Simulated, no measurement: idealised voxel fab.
Process module, titled voxel transistor to metal
190 nm wide, 5 nm square cells: that's cross-section cut.
Cross-section spec: square-cell grid; bands listed top down; each band is one or more rows.
Look at the band entry: it leads with the top's height and the bottom's height in nm. Then it lists the materials left to right, with a width in nm for each. The word "edge to edge" on a single material says that material fills the band edge to edge. The word "air" is empty space.
We count height from 0. Below that, the starting wafer is all one material. The lowest band never ends at the bottom but goes on down; see "from 0 down" for how that is written.
Width: "30 to 40" (first number = top row, second number = bottom row, same change from row to row of cells).
Reading "nothing changed" for a step: not a cell of the cross-section changed in it.
In "Trapped cavities" the enclosed voids are listed, meaning empty spaces of 8 cells or larger without any opening to the top. The form is width x height at distance, distance from the left edge, units nm.
Text after the settings on a step's line: the simulator's own remark on that step.
overlay nm, on a step with a mask: how far to the right of its planned place the mask lay; to the left if negative

**plan**
- 1: RECEIVE: material Si
- 2: CONFORMAL_DEP: material SiO2, thk nm 5
- 3: CONFORMAL_DEP: material SiN, thk nm 10
- 4: DIRECTIONAL_DEP: material aC, thk nm 10
- 5: PATTERN: tone cover, mask id ACTIVE, material resist, width nm 85, thk nm 30, overlay nm 0
- 6: DIRECTIONAL_ETCH: etch materials aC, depth nm 10
- 7: STRIP: etch materials resist
- 8: DIRECTIONAL_ETCH: etch materials SiN, depth nm 10
- 9: DIRECTIONAL_ETCH: etch materials SiO2, depth nm 5
- 10: DIRECTIONAL_ETCH: etch materials Si, depth nm 30
- 11: STRIP: etch materials aC
- 12: FILL_DEP: material SiO2, thk nm 10
- 13: CMP: height nm 15
- 14: SELECTIVE_ETCH: etch materials SiO2, depth nm 5
- 15: STRIP: etch materials SiN
- 16: SELECTIVE_ETCH: etch materials SiO2, depth nm 5
- 17: OXIDIZE: depth nm 5
- 18: DIRECTIONAL_DEP: material polySi, thk nm 25
- 19: DIRECTIONAL_DEP: material SiCN, thk nm 15
- 20: MASKED_ETCH: tone cover, mask id GATE, width nm 15, etch materials SiCN, depth nm 25, overlay nm 0
- 21: MASKED_ETCH: tone cover, mask id GATE, width nm 15, etch materials polySi, depth nm 35, overlay nm 0
- 22: CONFORMAL_DEP: material SiN, thk nm 5
- 23: DIRECTIONAL_ETCH: etch materials SiN, depth nm 5
- 24: DIRECTIONAL_ETCH: etch materials SiO2, depth nm 5
- 25: EPI: material nSi, thk nm 5
- 26: FILL_DEP: material SiO2, thk nm 10
- 27: CMP: height nm 40
- 28: DIRECTIONAL_DEP: material SiO2, thk nm 10
- 29: DIRECTIONAL_DEP: material aC, thk nm 10
- 30: PATTERN: tone open, mask id CONTACT, material resist, width nm 25, pitch nm 50, thk nm 30, overlay nm 0
- 31: DIRECTIONAL_ETCH: etch materials aC, depth nm 10
- 32: STRIP: etch materials resist
- 33: DIRECTIONAL_ETCH: etch materials SiO2, depth nm 50
- 34: STRIP: etch materials aC
- 35: CONFORMAL_DEP: material TiN, thk nm 5
- 36: FILL_DEP: material W, thk nm 5
- 37: CMP: height nm 50
- 38: CONFORMAL_DEP: material SiN, thk nm 5
- 39: DIRECTIONAL_DEP: material lowk, thk nm 25
- 40: PATTERN: tone open, mask id METAL_1, material resist, width nm 15, pitch nm 60, thk nm 20, overlay nm 0
- 41: DIRECTIONAL_ETCH: etch materials lowk, depth nm 25
- 42: DIRECTIONAL_ETCH: etch materials SiN, depth nm 5
- 43: STRIP: etch materials resist
- 44: CONFORMAL_DEP: material TiN, thk nm 5
- 45: FILL_DEP: material Ru, thk nm 5
- 46: CMP: height nm 80
- 47: CONFORMAL_DEP: material SiCN, thk nm 5

**As-received state of the wafer in cross-section, equivalent to post-step 1**
	from 0 down: Si edge to edge
	Trapped cavities: none

**One mistake in running the module, otherwise start and plan as above: cross-section at the end**
	from 85 to 80: SiCN edge to edge
	from 80 to 55: 55 of lowk, 5 of TiN, 5 of Ru, 5 of TiN, 45 of lowk, 5 of TiN, 5 of Ru, 5 of TiN, 60 of lowk
	from 55 to 50: 55 of SiN, 15 of TiN, 45 of SiN, 15 of TiN, 60 of SiN
	from 50 to 40: 55 of SiO2, 5 of TiN, 15 of W, 5 of TiN, 25 of SiO2, 5 of TiN, 15 of W, 5 of TiN, 60 of SiO2
	from 40 to 25: 55 of SiO2, 5 of TiN, 15 of W, 5 of TiN, 5 of SiN, 15 of SiCN, 5 of SiN, 5 of TiN, 15 of W, 5 of TiN, 60 of SiO2
	from 25 to 5: 55 of SiO2, 5 of TiN, 15 of W, 5 of TiN, 5 of SiN, 15 of polySi, 5 of SiN, 5 of TiN, 15 of W, 5 of TiN, 60 of SiO2
	from 5 to 0: 40 of SiO2, 5 of SiN, 10 of SiO2, 25 of TiN, 5 of SiN, 15 of polySi, 5 of SiN, 25 of TiN, 10 of SiO2, 5 of SiN, 45 of SiO2
	from 0 to -5: 40 of SiO2, 10 of SiN, 30 of nSi, 25 of SiO2, 30 of nSi, 10 of SiN, 45 of SiO2
	from -5 to -10: 55 of SiO2, 75 of Si, 60 of SiO2
	from -10 to -30: 50 of SiO2, 85 of Si, 55 of SiO2
	from -30 down: Si edge to edge
	Trapped cavities: none
Finding, execution versus plan: steps 14 and 15: order swapped relative to plan
